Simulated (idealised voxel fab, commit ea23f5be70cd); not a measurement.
Herein follows the process module entitled voxel self aligned contacts.
Displayed cross-section: cut, width of 280 nm, square cells sized 5 nm.
How to read a cross-section here: the picture is a grid of square cells, written as bands going from the top down, and any band can span one or more rows of cells.
A band entry consists of two parts. The first gives the height of the band's top and the height of its bottom, in nm. The rest lists the band's materials from left to right, each with its width in nm. A single material labelled with the word "edge to edge" fills the band from edge to edge, and the word "air" marks empty space.
Heights are measured from 0, the level below which the as-received wafer is all one material; the lowest band has no bottom and continues downward, written as in "from 0 down".
A width such as "30 to 40" changes by the same amount from each row of cells to the next, from the band's top row to its bottom row.
"no change occurred", as given for a step, is the statement that not any cell of the cross-section underwent a change during that step.
Enclosed voids (no open way to top), threshold 8 cells or more, entry "Sealed internal cavities", notation width x height at distance, distance from left edge, nm.
The remark found on a step's line after its settings is issued by the simulator itself and pertains to that step.
You can add "overlay nm" to a step's line. For a step with a mask, it describes how far the mask lay to the right of its planned position, and a negative number describes a lay to the left.
Planned step list for the process:
1. op RECEIVE | material Si
2. op CONFORMAL_DEP | material SiO2 | thk nm 5
3. op DIRECTIONAL_DEP | material polySi | thk nm 25
4. op DIRECTIONAL_DEP | material SiN | thk nm 20
5. op DIRECTIONAL_DEP | material aC | thk nm 10
6. op PATTERN | tone cover | mask id GATE | material resist | width nm 35 | pitch nm 70 | thk nm 25 | overlay nm 0
7. op DIRECTIONAL_ETCH | etch materials aC | depth nm 10
8. op STRIP | etch materials resist
9. op DIRECTIONAL_ETCH | etch materials SiN | depth nm 20
10. op DIRECTIONAL_ETCH | etch materials polySi | depth nm 25
11. op STRIP | etch materials aC
12. op CONFORMAL_DEP | material SiN | thk nm 5
13. op DIRECTIONAL_ETCH | etch materials SiN | depth nm 5
14. op FILL_DEP | material SiO2 | thk nm 10
15. op CMP | height nm 55
16. op DIRECTIONAL_DEP | material aC | thk nm 10
17. op PATTERN | tone open | mask id CONTACT | material resist | width nm 55 | pitch nm 70 | thk nm 25 | overlay nm 0
18. op DIRECTIONAL_ETCH | etch materials aC | depth nm 10
19. op STRIP | etch materials resist
20. op DIRECTIONAL_ETCH | etch materials SiO2 | depth nm 55
21. op STRIP | etch materials aC
22. op CONFORMAL_DEP | material TiN | thk nm 5
23. op FILL_DEP | material Ru | thk nm 10
24. op CMP | height nm 55
25. op CONFORMAL_DEP | material SiN | thk nm 5
Cross-sectional view of the wafer in its as-received condition, corresponding to the state after step 1:
> from 0 down | Si edge to edge
> Sealed internal cavities: none
End-of-module XS, first of two wafers, run as planned:
> from 60 to 55 | SiN edge to edge
> from 55 to 50 | 75 nm SiO2 | 20 nm TiN | 15 nm Ru | 20 nm TiN | 15 nm SiO2 | 20 nm TiN | 15 nm Ru | 20 nm TiN | 80 nm SiO2
> from 50 to 30 | 45 nm SiO2 | 45 nm SiN | 5 nm TiN | 15 nm Ru | 5 nm TiN | 45 nm SiN | 5 nm TiN | 15 nm Ru | 5 nm TiN | 45 nm SiN | 50 nm SiO2
> from 30 to 5 | 45 nm SiO2 | 5 nm SiN | 35 nm polySi | 5 nm SiN | 5 nm TiN | 15 nm Ru | 5 nm TiN | 5 nm SiN | 35 nm polySi | 5 nm SiN | 5 nm TiN | 15 nm Ru | 5 nm TiN | 5 nm SiN | 35 nm polySi | 5 nm SiN | 50 nm SiO2
> from 5 to 0 | 90 nm SiO2 | 25 nm TiN | 45 nm SiO2 | 25 nm TiN | 95 nm SiO2
> from 0 down | Si edge to edge
> Sealed internal cavities: none
Here's the second of our two wafers sectioned at module end. Same start as the first, same plan, but one mistake got made running it:
> from 60 to 55 | SiN edge to edge
> from 55 to 50 | 45 nm SiO2 | 45 nm SiN | 25 nm TiN | 45 nm SiN | 25 nm TiN | 45 nm SiN | 50 nm SiO2
> from 50 to 30 | SiN edge to edge
> from 30 to 5 | polySi edge to edge
> from 5 to 0 | SiO2 edge to edge
> from 0 down | Si edge to edge
> Sealed internal cavities: none
The mistake made against the process plan was this: plan step 4 was conducted twice
At the finish, the second wafer shows more or fewer cells for some materials than the first does: -60 Ru, +113 SiN, -176 SiO2, -52 TiN, +175 polySi
